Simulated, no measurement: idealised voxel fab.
process module | voxel tone inversion
cross-section cut | 215 nm wide | cells 5 nm
A cross-section is a grid of square cells, given in bands from the top down. A band is one or more rows of cells.
Each band's line starts with the height of the band's top and of its bottom, in nm. Then come its materials from left to right, each with its width in nm. One material with "throughout" fills the band from edge to edge. "air" is empty space.
Height 0 is the level under which the wafer as received is all one material. The lowest band goes on downwards, as in "0 down".
A width such as "30 to 40" changes by the same amount from each row of cells to the next, from the band's top row to its bottom row.
"no change" after a step means that no cell of the cross-section changed.
closed voids: empty space of 8 cells or more with no open way to the top, each as width x height at its distance from the left edge, in nm
after a step's settings: what the simulator itself notes on the step
overlay nm, on a step with a mask: how far to the right of its planned place the mask lay; to the left if negative
plan
1 op RECEIVE | material Si
2 op CONFORMAL_DEP | material SiCN | thk nm 5
3 op DIRECTIONAL_DEP | material polySi | thk nm 25
4 op PATTERN | tone cover | mask id POSTS | material resist | width nm 20 | pitch nm 45 | thk nm 35 | overlay nm 0
5 op DIRECTIONAL_ETCH | etch materials polySi | depth nm 25
6 op STRIP | etch materials resist
7 op FILL_DEP | material SiO2 | thk nm 10
8 op CMP | height nm 30
9 op STRIP | etch materials polySi
as received, after step 1
  0 down: Si throughout
  closed voids: none
first wafer at the end, as planned
  30 to 5: SiO2 75 | air 20 | SiO2 25 | air 20 | SiO2 75
  5 to 0: SiCN throughout
  0 down: Si throughout
  closed voids: none
second wafer at the end: like start, like plan, one mistake
  30 to 5: air 75 | SiO2 20 | air 25 | SiO2 20 | air 75
  5 to 0: SiCN throughout
  0 down: Si throughout
  closed voids: none
what went wrong: step 4 ran as: op PATTERN | tone open | mask id POSTS | material resist | width nm 20 | pitch nm 45 | thk nm 35 | overlay nm 0
at the end the second wafer has, in cells: 135 fewer of SiO2
